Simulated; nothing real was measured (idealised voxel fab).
The document below concerns the process module designated voxel wiring stack.
280 nm wide, 5 nm square cells: that's cross-section cut.
Think of the cross-section as a grid of square cells. We describe it in bands, top to bottom, and each band covers one or more rows of those cells.
Per band: top height and bottom height in nm, followed by the left-to-right materials and their widths in nm; "edge to edge" marks a single material spanning edge to edge, "blank" marks empty space.
Zero point of the height axis is 0; under it, received wafer = one material. Lowest band: continues down indefinitely, "0 nm and below".
Width: "30->40" (first number = top row, second number = bottom row, same change from row to row of cells).
Take "no alterations made" at face value: in the step it is given for, the cross-section changed in none of its cells.
Under "Sealed void list" you'll find the enclosed gaps, the ones with no way out to the top, that are 8 cells or bigger; each reads width x height at distance, with distance counted from the left edge, everything in nm.
If you see something after the settings on a step's line, that's the simulator's own remark about that step.
overlay nm: right-of-plan distance of the mask on a masked step; negative values mean left-of-plan.
The steps planned for the process are as follows
1) RECEIVE: material Si
2) CONFORMAL_DEP: material SiO2, thk nm 10
3) DIRECTIONAL_DEP: material TiN, thk nm 5
4) DIRECTIONAL_DEP: material W, thk nm 15
5) MASKED_ETCH: tone cover, mask id METAL_1, width nm 20, pitch nm 40, etch materials W, depth nm 15, overlay nm 0
6) MASKED_ETCH: tone cover, mask id METAL_1, width nm 20, pitch nm 40, etch materials TiN, depth nm 5, overlay nm -15
7) CONFORMAL_DEP: material SiCN, thk nm 5
8) FILL_DEP: material lowk, thk nm 5
9) CMP: height nm 30
10) CONFORMAL_DEP: material SiCN, thk nm 5
11) DIRECTIONAL_DEP: material lowk, thk nm 25
12) DIRECTIONAL_DEP: material aC, thk nm 10
13) PATTERN: tone open, mask id METAL_2_HOLES, material resist, width nm 15, pitch nm 80, thk nm 30, overlay nm 0
14) DIRECTIONAL_ETCH: etch materials aC, depth nm 10
15) STRIP: etch materials resist
16) DIRECTIONAL_ETCH: etch materials lowk, depth nm 25
17) STRIP: etch materials aC
18) PATTERN: tone open, mask id METAL_2, material resist, width nm 20, pitch nm 40, thk nm 15, overlay nm 0
19) DIRECTIONAL_ETCH: etch materials lowk, depth nm 15
20) DIRECTIONAL_ETCH: etch materials SiCN, depth nm 5
21) STRIP: etch materials resist
22) CONFORMAL_DEP: material TiN, thk nm 5
23) FILL_DEP: material Ru, thk nm 10
24) CMP: height nm 60
25) CONFORMAL_DEP: material SiCN, thk nm 5
varied across the wafers: overlay nm of step 6. The plan shows the first wafer's value. All wafers start alike
As received, i.e. after step 1: cross-section through the first of several wafers
0 nm and below | Si edge to edge
Sealed void list: none
Quick look at the cross-section of the first of several wafers after step 25, which wraps up the module
65 nm to 60 nm | SiCN edge to edge
60 nm to 50 nm | 70 of lowk, 5 of TiN, 10 of Ru, 5 of TiN, 20 of lowk, 5 of TiN, 10 of Ru, 5 of TiN, 20 of lowk, 5 of TiN, 10 of Ru, 5 of TiN, 20 of lowk, 5 of TiN, 10 of Ru, 5 of TiN, 70 of lowk
50 nm to 45 nm | 70 of lowk, 5 of TiN, 5 of Ru, 10 of TiN, 20 of lowk, 20 of TiN, 20 of lowk, 5 of TiN, 5 of Ru, 10 of TiN, 20 of lowk, 20 of TiN, 70 of lowk
45 nm to 35 nm | 70 of lowk, 5 of TiN, 5 of Ru, 5 of TiN, 65 of lowk, 5 of TiN, 5 of Ru, 5 of TiN, 115 of lowk
35 nm to 30 nm | 70 of SiCN, 15 of TiN, 65 of SiCN, 15 of TiN, 115 of SiCN
30 nm to 20 nm | 65 of lowk, 5 of SiCN, 20 of W, 5 of SiCN, 10 of lowk, 5 of SiCN, 20 of W, 5 of SiCN, 10 of lowk, 5 of SiCN, 20 of W, 5 of SiCN, 10 of lowk, 5 of SiCN, 20 of W, 5 of SiCN, 65 of lowk
20 nm to 15 nm | 50 of lowk, 20 of SiCN, 20 of W, 20 of SiCN, 20 of W, 20 of SiCN, 20 of W, 20 of SiCN, 20 of W, 5 of SiCN, 65 of lowk
15 nm to 10 nm | 55 of SiCN, 35 of TiN, 5 of SiCN, 35 of TiN, 5 of SiCN, 35 of TiN, 5 of SiCN, 35 of TiN, 70 of SiCN
10 nm to 0 nm | SiO2 edge to edge
0 nm and below | Si edge to edge
Sealed void list: none
Last wafer at the end
65 nm to 60 nm | SiCN edge to edge
60 nm to 50 nm | 70 of lowk, 5 of TiN, 10 of Ru, 5 of TiN, 20 of lowk, 5 of TiN, 10 of Ru, 5 of TiN, 20 of lowk, 5 of TiN, 10 of Ru, 5 of TiN, 20 of lowk, 5 of TiN, 10 of Ru, 5 of TiN, 70 of lowk
50 nm to 45 nm | 70 of lowk, 5 of TiN, 5 of Ru, 10 of TiN, 20 of lowk, 20 of TiN, 20 of lowk, 5 of TiN, 5 of Ru, 10 of TiN, 20 of lowk, 20 of TiN, 70 of lowk
45 nm to 35 nm | 70 of lowk, 5 of TiN, 5 of Ru, 5 of TiN, 65 of lowk, 5 of TiN, 5 of Ru, 5 of TiN, 115 of lowk
35 nm to 30 nm | 70 of SiCN, 15 of TiN, 65 of SiCN, 15 of TiN, 115 of SiCN
30 nm to 20 nm | 65 of lowk, 5 of SiCN, 20 of W, 5 of SiCN, 10 of lowk, 5 of SiCN, 20 of W, 5 of SiCN, 10 of lowk, 5 of SiCN, 20 of W, 5 of SiCN, 10 of lowk, 5 of SiCN, 20 of W, 5 of SiCN, 65 of lowk
20 nm to 15 nm | 65 of lowk, 5 of SiCN, 20 of W, 20 of SiCN, 20 of W, 20 of SiCN, 20 of W, 20 of SiCN, 20 of W, 20 of SiCN, 50 of lowk
15 nm to 10 nm | 70 of SiCN, 35 of TiN, 5 of SiCN, 35 of TiN, 5 of SiCN, 35 of TiN, 5 of SiCN, 35 of TiN, 55 of SiCN
10 nm to 0 nm | SiO2 edge to edge
0 nm and below | Si edge to edge
Sealed void list: none
Gained (+) or lost (-) cells of each material since receipt, then closed voids: one row per wafer, at the end of the module
overlay nm -15 | +22 Ru | +167 SiCN | +112 SiO2 | +72 TiN | +48 W | +307 lowk | Sealed void list: none
overlay nm -10 | +22 Ru | +170 SiCN | +112 SiO2 | +68 TiN | +48 W | +308 lowk | Sealed void list: none
overlay nm -5 | +22 Ru | +170 SiCN | +112 SiO2 | +64 TiN | +48 W | +312 lowk | Sealed void list: none
overlay nm 0 | +22 Ru | +170 SiCN | +112 SiO2 | +60 TiN | +48 W | +316 lowk | Sealed void list: none
overlay nm 5 | +22 Ru | +170 SiCN | +112 SiO2 | +64 TiN | +48 W | +312 lowk | Sealed void list: none
overlay nm 10 | +22 Ru | +170 SiCN | +112 SiO2 | +68 TiN | +48 W | +308 lowk | Sealed void list: none
overlay nm 15 | +22 Ru | +167 SiCN | +112 SiO2 | +72 TiN | +48 W | +307 lowk | Sealed void list: none
